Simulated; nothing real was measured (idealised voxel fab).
Proc. module: voxel ribs on slabs
Cross-section cut spans 215 nm and uses square cells 5 nm in size.
Throughout this document, each cross-section is represented as a grid of square cells and is presented as a sequence of bands enumerated from the top downward, where a band comprises one or more rows of cells.
Heights first: top, then bottom, in nm. Then materials, left to right, each with a width in nm. "all across" on a single material: fills the band edge to edge. "air": empty space.
Heights are expressed relative to 0, this being the level below which the as-received wafer comprises one material exclusively. The lowest band is unbounded in the downward direction and is denoted as in "z 0 and below".
The expression "30..40" gives the width at the extremes of the band, the first number at its top row of cells and the second at its bottom row, with the width changing by equal amounts from each row to the next in between.
It should be understood that the words "no alteration", when stated for a given step, signify that the cross-section underwent no change in any of its cells during that step.
If an empty space has no open way to the top and is at least 8 cells in size, "Fully sealed cavities" lists it, written width x height at distance, where distance is measured from the left edge and every value is in nm.
That trailing text on a step's line, after the settings, is the simulator's own remark on the step.
The optional step-line setting "overlay nm" applies to steps with a mask and quantifies how far to the right of its planned location the mask lay, a negative value indicating leftward placement.
Set out below are the planned steps of the process:
1,RECEIVE: material Si
2,DIRECTIONAL_DEP: material SiO2, thk nm 30
3,DIRECTIONAL_DEP: material polySi, thk nm 25
4,DIRECTIONAL_DEP: material aC, thk nm 15
5,PATTERN: tone cover, mask id RIB, material resist, width nm 15, thk nm 35, overlay nm 0
6,DIRECTIONAL_ETCH: etch materials aC, depth nm 15
7,STRIP: etch materials resist
8,DIRECTIONAL_ETCH: etch materials polySi, depth nm 20
9,STRIP: etch materials aC
10,DIRECTIONAL_DEP: material aC, thk nm 10
11,PATTERN: tone cover, mask id SLAB, material resist, width nm 55, thk nm 30, overlay nm 0
12,DIRECTIONAL_ETCH: etch materials aC, depth nm 10
13,STRIP: etch materials resist
14,DIRECTIONAL_ETCH: etch materials polySi, depth nm 5
15,STRIP: etch materials aC
16,FILL_DEP: material SiO2, thk nm 25
17,CMP: height nm 70
18,DIRECTIONAL_DEP: material W, thk nm 5
19,MASKED_ETCH: tone cover, mask id HEATER, width nm 25, etch materials W, depth nm 5, overlay nm 0
20,CONFORMAL_DEP: material SiN, thk nm 5
On the first of the two wafers: run conducted according to plan:
So this is the incoming wafer in cross-section - it's already been through step 1:
    z 0 and below | Si all across
    Fully sealed cavities: none
Step 2 complete: cross-section through the wafer:
    z 30 to 0 | SiO2 all across
    No changes below 0.
Step 3 complete: cross-section through the wafer:
    z 55 to 30 | polySi all across
    No changes below 30.
Step 4 complete: cross-section through the wafer:
    z 70 to 55 | aC all across
    No changes below 55.
Step 5 complete: cross-section through the wafer:
    z 105 to 70 | air=100 / resist=15 / air=100
    No changes below 70.
Step 6 complete: cross-section through the wafer:
    z 90 to 70 | air=100 / resist=15 / air=100
    z 70 to 55 | air=100 / aC=15 / air=100
    No changes below 55.
Step 7 complete: cross-section through the wafer:
    z 70 to 55 | air=100 / aC=15 / air=100
    No changes below 55.
Step 8 complete: cross-section through the wafer:
    z 70 to 55 | air=100 / aC=15 / air=100
    z 55 to 35 | air=100 / polySi=15 / air=100
    No changes below 35.
Step 9 complete: cross-section through the wafer:
    z 55 to 35 | air=100 / polySi=15 / air=100
    No changes below 35.
Step 10 complete: cross-section through the wafer:
    z 65 to 55 | air=100 / aC=15 / air=100
    z 55 to 45 | air=100 / polySi=15 / air=100
    z 45 to 35 | aC=100 / polySi=15 / aC=100
    No changes below 35.
Step 11 complete: cross-section through the wafer:
    z 95 to 65 | air=80 / resist=55 / air=80
    z 65 to 55 | air=80 / resist=20 / aC=15 / resist=20 / air=80
    z 55 to 45 | air=80 / resist=20 / polySi=15 / resist=20 / air=80
    No changes below 45.
Step 12 complete: cross-section through the wafer:
    z 85 to 65 | air=80 / resist=55 / air=80
    z 65 to 55 | air=80 / resist=20 / aC=15 / resist=20 / air=80
    z 55 to 45 | air=80 / resist=20 / polySi=15 / resist=20 / air=80
    z 45 to 35 | air=80 / aC=20 / polySi=15 / aC=20 / air=80
    No changes below 35.
Step 13 complete: cross-section through the wafer:
    z 65 to 55 | air=100 / aC=15 / air=100
    z 55 to 45 | air=100 / polySi=15 / air=100
    No changes below 45.
Step 14 complete: cross-section through the wafer:
    z 65 to 55 | air=100 / aC=15 / air=100
    z 55 to 45 | air=100 / polySi=15 / air=100
    z 45 to 35 | air=80 / aC=20 / polySi=15 / aC=20 / air=80
    z 35 to 30 | air=80 / polySi=55 / air=80
    No changes below 30.
Step 15 complete: cross-section through the wafer:
    z 55 to 35 | air=100 / polySi=15 / air=100
    No changes below 35.
Step 16 complete: cross-section through the wafer:
    z 80 to 55 | SiO2 all across
    z 55 to 35 | SiO2=100 / polySi=15 / SiO2=100
    z 35 to 30 | SiO2=80 / polySi=55 / SiO2=80
    No changes below 30.
Step 17 complete: cross-section through the wafer:
    z 70 to 55 | SiO2 all across
    No changes below 55.
Step 18 complete: cross-section through the wafer:
    z 75 to 70 | W all across
    No changes below 70.
Step 19 complete: cross-section through the wafer:
    z 75 to 70 | air=95 / W=25 / air=95
    No changes below 70.
Step 20 complete: cross-section through the wafer:
    z 80 to 75 | air=90 / SiN=35 / air=90
    z 75 to 70 | SiN=95 / W=25 / SiN=95
    No changes below 70.
Wafer two. Same start, same plan, one slip in execution. Same as wafer one through step 9, inclusive:
Cross-section: second wafer, time at which step 10 was scheduled to end:
    z 65 to 55 | air=100 / SiN=15 / air=100
    z 55 to 45 | air=100 / polySi=15 / air=100
    z 45 to 35 | SiN=100 / polySi=15 / SiN=100
    No changes below 35.
Cross-section: second wafer, time at which step 11 was scheduled to end:
    z 95 to 65 | air=80 / resist=55 / air=80
    z 65 to 55 | air=80 / resist=20 / SiN=15 / resist=20 / air=80
    z 55 to 45 | air=80 / resist=20 / polySi=15 / resist=20 / air=80
    No changes below 45.
Cross-section: second wafer, time at which step 12 was scheduled to end:
    z 85 to 65 | air=80 / resist=55 / air=80
    No changes below 65.
Cross-section: second wafer, time at which step 13 was scheduled to end:
    z 65 to 55 | air=100 / SiN=15 / air=100
    z 55 to 45 | air=100 / polySi=15 / air=100
    No changes below 45.
Cross-section: second wafer, time at which step 14 was scheduled to end: no alteration
Cross-section: second wafer, time at which step 15 was scheduled to end: no alteration
Cross-section: second wafer, time at which step 16 was scheduled to end:
    z 90 to 65 | SiO2 all across
    z 65 to 55 | SiO2=100 / SiN=15 / SiO2=100
    z 55 to 45 | SiO2=100 / polySi=15 / SiO2=100
    No changes below 45.
Cross-section: second wafer, time at which step 17 was scheduled to end:
    z 70 to 65 | SiO2 all across
    No changes below 65.
Cross-section: second wafer, time at which step 18 was scheduled to end:
    z 75 to 70 | W all across
    No changes below 70.
Cross-section: second wafer, time at which step 19 was scheduled to end:
    z 75 to 70 | air=95 / W=25 / air=95
    No changes below 70.
Cross-section: second wafer, time at which step 20 was scheduled to end:
    z 80 to 75 | air=90 / SiN=35 / air=90
    z 75 to 70 | SiN=95 / W=25 / SiN=95
    No changes below 70.
Against the plan, the run slipped here: not per plan at step 10, really ran DIRECTIONAL_DEP: material SiN, thk nm 10
Wafer comparison, final, in cells, second relative to first, materials more or fewer: +86 SiN; -118 SiO2; +32 polySi
